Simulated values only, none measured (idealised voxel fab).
Process module, titled voxel ribs on slabs
Square cell edge 5 nm, section width 175 nm, ID cut.
Format of a cross-section: grid, square cells. Given as bands. Order: top down. Band: one or more rows of cells.
Basically the band line says how high the top is and how high the bottom is, in nm, and then what's in it from left to right, every material with its width in nm. Empty space shows up as "empty", and if a single material carries "full width" it runs the full band edge to edge.
A quick word on heights: they are counted from 0, and under that level the wafer as it came to us is one material throughout. The lowest band is different from the rest in having no bottom; it simply continues downward, written as in "0 and below".
The two numbers in a width such as "30..40" mark its ends across the band: the first belongs to the top row of cells, the second to the bottom row, and from each row to the next the width moves by the same amount.
Key: "same as before" - step with no changed cell in the cross-section.
You'll see "Completely enclosed voids" listing empty spaces that have no way open to the top, as long as they're 8 cells or more; the notation is width x height at distance, where the distance is from the left edge, and all of it is in nm.
Where a step's line continues beyond its settings, the continuation is a remark by the simulator itself on that step.
overlay nm: for a step with a mask, the amount by which the mask lay right of where it was planned; a negative amount means left of it.

SO HERE'S THE LINEUP OF PROCESS STEPS WE PLANNED
step 1: RECEIVE | material Si
step 2: DIRECTIONAL_DEP | material SiO2 | thk nm 30
step 3: DIRECTIONAL_DEP | material SiN | thk nm 20
step 4: PATTERN | tone cover | mask id RIB | material resist | width nm 25 | thk nm 20 | overlay nm 0
step 5: DIRECTIONAL_ETCH | etch materials SiN | depth nm 10
step 6: STRIP | etch materials resist
step 7: PATTERN | tone cover | mask id SLAB | material resist | width nm 65 | thk nm 15 | overlay nm 0
step 8: DIRECTIONAL_ETCH | etch materials SiN | depth nm 10
step 9: STRIP | etch materials resist
step 10: FILL_DEP | material SiO2 | thk nm 20
step 11: CMP | height nm 65
step 12: DIRECTIONAL_DEP | material W | thk nm 10
step 13: MASKED_ETCH | tone cover | mask id HEATER | width nm 35 | etch materials W | depth nm 10 | overlay nm 0
step 14: CONFORMAL_DEP | material SiN | thk nm 5

STEP 1 COMPLETE: CROSS-SECTION OF THE WAFER AS RECEIVED
	0 and below = Si full width
	Completely enclosed voids: none

SECTIONED VIEW, FIRST OF TWO WAFERS, AT THE CLOSE OF THE MODULE, PROCESSED AS INTENDED IN THE PLAN
	80 down to 75 = empty 65, then SiN 45, then empty 65
	75 down to 70 = empty 65, then SiN 5, then W 35, then SiN 5, then empty 65
	70 down to 65 = SiN 70, then W 35, then SiN 70
	65 down to 50 = SiO2 full width
	50 down to 40 = SiO2 75, then SiN 25, then SiO2 75
	40 down to 30 = SiO2 55, then SiN 65, then SiO2 55
	30 down to 0 = SiO2 full width
	0 and below = Si full width
	Completely enclosed voids: none

END-OF-MODULE CROSS-SECTION OF THE SECOND WAFER: IDENTICAL STARTING POINT AND PROCESS PLAN TO THE FIRST, WITH ONE PROCESSING MISTAKE
	75 down to 65 = empty 70, then W 35, then empty 70
	65 down to 50 = SiO2 full width
	50 down to 40 = SiO2 75, then SiN 25, then SiO2 75
	40 down to 30 = SiO2 55, then SiN 65, then SiO2 55
	30 down to 0 = SiO2 full width
	0 and below = Si full width
	Completely enclosed voids: none
Processing error: plan step 14: skipped, not run
In the final state, the cell counts of the second wafer exceed or fall short of those of the first for the following materials: SiN: 39 fewer
